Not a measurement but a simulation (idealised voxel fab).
Process module in this document: voxel fin reveal
Square cell edge 5 nm, section width 210 nm, ID cut.
How to read a cross-section here: the picture is a grid of square cells, written as bands going from the top down, and any band can span one or more rows of cells. The entry gives the band's vertical extent as a top height and a bottom height in nm, then its horizontal make-up as materials from left to right, each with a width in nm. "empty" stands for empty space; a single material marked "full width" fills the band edge to edge. Heights are reckoned from 0. Under this level, the received wafer is all of one material. The bottommost band is open-ended downward, for example "0 down". Note: "30->40" means the width goes from the first number (top row of the band) to the second number (bottom row) in equal steps per row of cells. For the purposes of this document, the phrase "left unchanged" attached to a step denotes that no cell within the cross-section was modified by that step. You'll see "Completely sealed voids" listing empty spaces that have no way open to the top, as long as they're 8 cells or more; the notation is width x height at distance, where the distance is from the left edge, and all of it is in nm. Anything after a step's settings on that line? It's the simulator's own note about the step. overlay nm: on a step with a mask, how far right of its planned place the mask lay; negative means left.

Here's what the planned process steps look like
| 1 | RECEIVE [material Si] |
| 2 | CONFORMAL_DEP [material SiN] [thk nm 10] |
| 3 | PATTERN [tone cover] [mask id FINS] [material resist] [width nm 15] [pitch nm 40] [thk nm 20] [overlay nm 0] |
| 4 | DIRECTIONAL_ETCH [etch materials SiN] [depth nm 10] |
| 5 | DIRECTIONAL_ETCH [etch materials Si] [depth nm 40] |
| 6 | STRIP [etch materials resist] |
| 7 | OXIDIZE [depth nm 5] |
| 8 | FILL_DEP [material SiO2] [thk nm 5] |
| 9 | CMP [height nm 10] |
| 10 | SELECTIVE_ETCH [etch materials SiO2] [depth nm 20] |
| 11 | STRIP [etch materials SiN] |
| 12 | CONFORMAL_DEP [material HfO2] [thk nm 5] |

Received-state cross-section, reflecting completion of step 1
0 down = Si full width
Completely sealed voids: none

Cross-sectional image of the first of two wafers at the end of the module, the run having proceeded as planned
5 to 0 = 55 nm empty | 15 nm HfO2 | 25 nm empty | 15 nm HfO2 | 25 nm empty | 15 nm HfO2 | 60 nm empty
0 to -5 = 55 nm empty | 5 nm HfO2 | 5 nm Si | 5 nm HfO2 | 25 nm empty | 5 nm HfO2 | 5 nm Si | 5 nm HfO2 | 25 nm empty | 5 nm HfO2 | 5 nm Si | 5 nm HfO2 | 60 nm empty
-5 to -10 = 60 nm HfO2 | 5 nm Si | 35 nm HfO2 | 5 nm Si | 35 nm HfO2 | 5 nm Si | 65 nm HfO2
-10 to -45 = 60 nm SiO2 | 5 nm Si | 35 nm SiO2 | 5 nm Si | 35 nm SiO2 | 5 nm Si | 65 nm SiO2
-45 down = Si full width
Completely sealed voids: none

Now the second wafer, cross-sectioned at the end of the module. Nothing different at the start, nothing different in the plan compared with the first, just one mistake when it was actually run
5 to 0 = 55 nm HfO2 | 15 nm empty | 25 nm HfO2 | 15 nm empty | 25 nm HfO2 | 15 nm empty | 60 nm HfO2
0 to -5 = 50 nm Si | 5 nm HfO2 | 15 nm empty | 5 nm HfO2 | 15 nm Si | 5 nm HfO2 | 15 nm empty | 5 nm HfO2 | 15 nm Si | 5 nm HfO2 | 15 nm empty | 5 nm HfO2 | 55 nm Si
-5 to -10 = 50 nm Si | 25 nm HfO2 | 15 nm Si | 25 nm HfO2 | 15 nm Si | 25 nm HfO2 | 55 nm Si
-10 to -45 = 50 nm Si | 25 nm SiO2 | 15 nm Si | 25 nm SiO2 | 15 nm Si | 25 nm SiO2 | 55 nm Si
-45 down = Si full width
Completely sealed voids: none
Nonconformance to the process plan: rather than as planned, step 3 actually ran as PATTERN [tone open] [mask id FINS] [material resist] [width nm 15] [pitch nm 40] [thk nm 20] [overlay nm 0]
Bottom line after processing is that, in cells, the second wafer is up or down on some materials versus the first: +216 Si; -168 SiO2
